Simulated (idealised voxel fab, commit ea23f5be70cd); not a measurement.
Title: Process Module voxel transistor to metal
This is section cut - it's 275 nm across, gridded in 5 nm square cells.
This document writes a cross-section as a grid whose cells are square, and gives it as bands, listed from the top down; one or more rows of cells form a band. First you get the band's top height and its bottom height, in nm, and then the materials it's made of, left to right, with each width in nm. If you see a single material with "throughout", that one covers the band edge to edge. "empty" is empty space. Height datum 0, below which the as-received substrate wafer is one material. Lowest band open at the bottom, running downward: "0 nm and below". A width such as "30 to 40" changes by the same amount from each row of cells to the next, from the band's top row to its bottom row. "remains unaltered" means the step left every cell of the cross-section as it was. What "Closed void roster" gives you is every empty space of 8 cells or more that is cut off from the top. Each appears as width x height at distance, with the distance taken from the left edge and width, height and distance all in nm. That trailing text on a step's line, after the settings, is the simulator's own remark on the step. On any step carrying a mask, the "overlay nm" setting, if present on the step's line, tells how far right of its planned place the mask lay; negative values point to the left.

BELOW IS THE LIST OF PLANNED PROCESS STEPS
1,RECEIVE,material Si
2,CONFORMAL_DEP,material SiO2,thk nm 5
3,CONFORMAL_DEP,material SiN,thk nm 10
4,DIRECTIONAL_DEP,material aC,thk nm 15
5,PATTERN,tone cover,mask id ACTIVE,material resist,width nm 85,pitch nm 110,thk nm 35,overlay nm 0
6,DIRECTIONAL_ETCH,etch materials aC,depth nm 15
7,STRIP,etch materials resist
8,DIRECTIONAL_ETCH,etch materials SiN,depth nm 10
9,DIRECTIONAL_ETCH,etch materials SiO2,depth nm 5
10,DIRECTIONAL_ETCH,etch materials Si,depth nm 25
11,STRIP,etch materials aC
12,FILL_DEP,material SiO2,thk nm 5
13,CMP,height nm 15
14,SELECTIVE_ETCH,etch materials SiO2,depth nm 5
15,STRIP,etch materials SiN
16,SELECTIVE_ETCH,etch materials SiO2,depth nm 5
17,OXIDIZE,depth nm 5
18,DIRECTIONAL_DEP,material polySi,thk nm 30
19,DIRECTIONAL_DEP,material SiCN,thk nm 10
20,MASKED_ETCH,tone cover,mask id GATE,width nm 15,pitch nm 110,etch materials SiCN,depth nm 20,overlay nm 0
21,MASKED_ETCH,tone cover,mask id GATE,width nm 15,pitch nm 110,etch materials polySi,depth nm 40,overlay nm 0
22,CONFORMAL_DEP,material SiN,thk nm 10
23,DIRECTIONAL_ETCH,etch materials SiN,depth nm 10
24,DIRECTIONAL_ETCH,etch materials SiO2,depth nm 5
25,DIRECTIONAL_ETCH,etch materials Si,depth nm 15
26,EPI,material nSi,thk nm 20
27,FILL_DEP,material SiO2,thk nm 10
28,CMP,height nm 40
29,DIRECTIONAL_DEP,material SiO2,thk nm 15
30,PATTERN,tone open,mask id CONTACT,material resist,width nm 25,thk nm 20,overlay nm 0
31,DIRECTIONAL_ETCH,etch materials SiO2,depth nm 40
32,STRIP,etch materials resist
33,CONFORMAL_DEP,material TiN,thk nm 5
34,FILL_DEP,material W,thk nm 5
35,CMP,height nm 55
36,DIRECTIONAL_DEP,material TiN,thk nm 5
37,DIRECTIONAL_DEP,material Ru,thk nm 25
38,MASKED_ETCH,tone cover,mask id METAL_1,width nm 15,etch materials Ru,depth nm 25,overlay nm 0
39,MASKED_ETCH,tone cover,mask id METAL_1,width nm 15,etch materials TiN,depth nm 5,overlay nm 0
40,CONFORMAL_DEP,material SiCN,thk nm 5
41,FILL_DEP,material SiO2,thk nm 5
42,CMP,height nm 85
43,CONFORMAL_DEP,material SiCN,thk nm 5
44,DIRECTIONAL_DEP,material SiO2,thk nm 30
45,DIRECTIONAL_DEP,material aC,thk nm 15
46,PATTERN,tone open,mask id METAL_2,material resist,width nm 15,pitch nm 110,thk nm 30,overlay nm 0
47,DIRECTIONAL_ETCH,etch materials aC,depth nm 15
48,STRIP,etch materials resist
49,DIRECTIONAL_ETCH,etch materials SiO2,depth nm 15
50,STRIP,etch materials aC
51,DIRECTIONAL_DEP,material aC,thk nm 15
52,PATTERN,tone open,mask id METAL_2_HOLES,material resist,width nm 15,pitch nm 110,thk nm 35,overlay nm 0
53,DIRECTIONAL_ETCH,etch materials aC,depth nm 15
54,STRIP,etch materials resist
55,DIRECTIONAL_ETCH,etch materials SiO2,depth nm 15
56,DIRECTIONAL_ETCH,etch materials SiCN,depth nm 5
57,STRIP,etch materials aC
58,CONFORMAL_DEP,material TiN,thk nm 5
59,FILL_DEP,material Ru,thk nm 5
60,CMP,height nm 120
61,CONFORMAL_DEP,material SiCN,thk nm 5
Be aware that, although all wafers share a common starting state, the width nm at step 46 differs among them, and the plan displays the first wafer's value.

CUT THROUGH THE FIRST OF SEVERAL WAFERS AS RECEIVED, POST STEP 1
  0 nm and below  Si throughout
  Closed void roster: none

DEPICTED HERE IS THE FIRST OF SEVERAL WAFERS IN CROSS-SECTION, AT MODULE COMPLETION FOLLOWING THE LAST STEP, STEP 61
  125 nm to 120 nm  SiCN throughout
  120 nm to 90 nm  SiO2 (45) / TiN (5) / Ru (5) / TiN (5) / SiO2 (95) / TiN (5) / Ru (5) / TiN (5) / SiO2 (105)
  90 nm to 85 nm  SiCN (45) / TiN (15) / SiCN (95) / TiN (15) / SiCN (105)
  85 nm to 60 nm  SiO2 (40) / SiCN (5) / Ru (15) / SiCN (5) / SiO2 (35) / SiCN (5) / Ru (15) / SiCN (5) / SiO2 (25) / SiCN (5) / Ru (15) / SiCN (5) / SiO2 (35) / SiCN (5) / Ru (15) / SiCN (5) / SiO2 (40)
  60 nm to 55 nm  SiCN (45) / TiN (15) / SiCN (45) / TiN (15) / SiCN (35) / TiN (15) / SiCN (45) / TiN (15) / SiCN (45)
  55 nm to 45 nm  SiO2 (45) / TiN (5) / W (15) / TiN (5) / SiO2 (25) / TiN (5) / W (15) / TiN (5) / SiO2 (35) / TiN (5) / W (15) / TiN (5) / SiO2 (25) / TiN (5) / W (15) / TiN (5) / SiO2 (45)
  45 nm to 40 nm  SiO2 (45) / TiN (5) / W (10) / TiN (10) / SiO2 (25) / TiN (10) / W (10) / TiN (5) / SiO2 (35) / TiN (5) / W (10) / TiN (10) / SiO2 (25) / TiN (10) / W (10) / TiN (5) / SiO2 (45)
  40 nm to 30 nm  SiO2 (45) / TiN (5) / W (10) / TiN (5) / SiN (10) / SiCN (15) / SiN (10) / TiN (5) / W (10) / TiN (5) / SiO2 (35) / TiN (5) / W (10) / TiN (5) / SiN (10) / SiCN (15) / SiN (10) / TiN (5) / W (10) / TiN (5) / SiO2 (45)
  30 nm to 20 nm  SiO2 (45) / TiN (5) / W (10) / TiN (5) / SiN (10) / polySi (15) / SiN (10) / TiN (5) / W (10) / TiN (5) / SiO2 (35) / TiN (5) / W (10) / TiN (5) / SiN (10) / polySi (15) / SiN (10) / TiN (5) / W (10) / TiN (5) / SiO2 (45)
  20 nm to 15 nm  SiO2 (45) / TiN (20) / SiN (10) / polySi (15) / SiN (10) / TiN (20) / SiO2 (35) / TiN (20) / SiN (10) / polySi (15) / SiN (10) / TiN (20) / SiO2 (45)
  15 nm to 5 nm  SiO2 (35) / nSi (30) / SiN (10) / polySi (15) / SiN (10) / nSi (30) / SiO2 (15) / nSi (30) / SiN (10) / polySi (15) / SiN (10) / nSi (30) / SiO2 (35)
  5 nm to 0 nm  SiO2 (35) / SiN (10) / nSi (20) / SiN (10) / polySi (15) / SiN (10) / nSi (20) / SiN (10) / SiO2 (15) / SiN (10) / nSi (20) / SiN (10) / polySi (15) / SiN (10) / nSi (20) / SiN (10) / SiO2 (35)
  0 nm to -5 nm  SiO2 (45) / nSi (20) / SiO2 (35) / nSi (20) / SiO2 (35) / nSi (20) / SiO2 (35) / nSi (20) / SiO2 (45)
  -5 nm to -20 nm  SiO2 (40) / Si (5) / nSi (20) / Si (35) / nSi (20) / Si (5) / SiO2 (25) / Si (5) / nSi (20) / Si (35) / nSi (20) / Si (5) / SiO2 (40)
  -20 nm to -25 nm  SiO2 (40) / Si (85) / SiO2 (25) / Si (85) / SiO2 (40)
  -25 nm and below  Si throughout
  Closed void roster: none

THE LAST WAFER AS SEEN IN CROSS-SECTION AT THE END OF THE MODULE
  125 nm to 120 nm  SiCN throughout
  120 nm to 110 nm  SiO2 (40) / TiN (5) / Ru (20) / TiN (5) / SiO2 (80) / TiN (5) / Ru (20) / TiN (5) / SiO2 (95)
  110 nm to 105 nm  SiO2 (40) / TiN (10) / Ru (5) / TiN (15) / SiO2 (80) / TiN (10) / Ru (5) / TiN (15) / SiO2 (95)
  105 nm to 90 nm  SiO2 (45) / TiN (5) / Ru (5) / TiN (5) / SiO2 (95) / TiN (5) / Ru (5) / TiN (5) / SiO2 (105)
  90 nm to 85 nm  SiCN (45) / TiN (15) / SiCN (95) / TiN (15) / SiCN (105)
  85 nm to 60 nm  SiO2 (40) / SiCN (5) / Ru (15) / SiCN (5) / SiO2 (35) / SiCN (5) / Ru (15) / SiCN (5) / SiO2 (25) / SiCN (5) / Ru (15) / SiCN (5) / SiO2 (35) / SiCN (5) / Ru (15) / SiCN (5) / SiO2 (40)
  60 nm to 55 nm  SiCN (45) / TiN (15) / SiCN (45) / TiN (15) / SiCN (35) / TiN (15) / SiCN (45) / TiN (15) / SiCN (45)
  55 nm to 45 nm  SiO2 (45) / TiN (5) / W (15) / TiN (5) / SiO2 (25) / TiN (5) / W (15) / TiN (5) / SiO2 (35) / TiN (5) / W (15) / TiN (5) / SiO2 (25) / TiN (5) / W (15) / TiN (5) / SiO2 (45)
  45 nm to 40 nm  SiO2 (45) / TiN (5) / W (10) / TiN (10) / SiO2 (25) / TiN (10) / W (10) / TiN (5) / SiO2 (35) / TiN (5) / W (10) / TiN (10) / SiO2 (25) / TiN (10) / W (10) / TiN (5) / SiO2 (45)
  40 nm to 30 nm  SiO2 (45) / TiN (5) / W (10) / TiN (5) / SiN (10) / SiCN (15) / SiN (10) / TiN (5) / W (10) / TiN (5) / SiO2 (35) / TiN (5) / W (10) / TiN (5) / SiN (10) / SiCN (15) / SiN (10) / TiN (5) / W (10) / TiN (5) / SiO2 (45)
  30 nm to 20 nm  SiO2 (45) / TiN (5) / W (10) / TiN (5) / SiN (10) / polySi (15) / SiN (10) / TiN (5) / W (10) / TiN (5) / SiO2 (35) / TiN (5) / W (10) / TiN (5) / SiN (10) / polySi (15) / SiN (10) / TiN (5) / W (10) / TiN (5) / SiO2 (45)
  20 nm to 15 nm  SiO2 (45) / TiN (20) / SiN (10) / polySi (15) / SiN (10) / TiN (20) / SiO2 (35) / TiN (20) / SiN (10) / polySi (15) / SiN (10) / TiN (20) / SiO2 (45)
  15 nm to 5 nm  SiO2 (35) / nSi (30) / SiN (10) / polySi (15) / SiN (10) / nSi (30) / SiO2 (15) / nSi (30) / SiN (10) / polySi (15) / SiN (10) / nSi (30) / SiO2 (35)
  5 nm to 0 nm  SiO2 (35) / SiN (10) / nSi (20) / SiN (10) / polySi (15) / SiN (10) / nSi (20) / SiN (10) / SiO2 (15) / SiN (10) / nSi (20) / SiN (10) / polySi (15) / SiN (10) / nSi (20) / SiN (10) / SiO2 (35)
  0 nm to -5 nm  SiO2 (45) / nSi (20) / SiO2 (35) / nSi (20) / SiO2 (35) / nSi (20) / SiO2 (35) / nSi (20) / SiO2 (45)
  -5 nm to -20 nm  SiO2 (40) / Si (5) / nSi (20) / Si (35) / nSi (20) / Si (5) / SiO2 (25) / Si (5) / nSi (20) / Si (35) / nSi (20) / Si (5) / SiO2 (40)
  -20 nm to -25 nm  SiO2 (40) / Si (85) / SiO2 (25) / Si (85) / SiO2 (40)
  -25 nm and below  Si throughout
  Closed void roster: none

SO IN THIS TABLE EVERY WAFER GETS ITS OWN ROW, AND WHAT YOU SEE IS WHERE IT STANDS AT THE END OF THE MODULE: FOR EACH MATERIAL, HOW MANY CELLS IT PICKED UP (+) OR GAVE UP (-) SINCE WE RECEIVED IT, AND AFTER THAT ITS CLOSED VOIDS
width nm 15 | +72 Ru | -187 Si | +199 SiCN | +72 SiN | +873 SiO2 | +118 TiN | +64 W | +128 nSi | +36 polySi | Closed void roster: none
width nm 20 | +76 Ru | -187 Si | +199 SiCN | +72 SiN | +867 SiO2 | +120 TiN | +64 W | +128 nSi | +36 polySi | Closed void roster: none
width nm 25 | +80 Ru | -187 Si | +199 SiCN | +72 SiN | +861 SiO2 | +122 TiN | +64 W | +128 nSi | +36 polySi | Closed void roster: none
width nm 30 | +84 Ru | -187 Si | +199 SiCN | +72 SiN | +855 SiO2 | +124 TiN | +64 W | +128 nSi | +36 polySi | Closed void roster: none
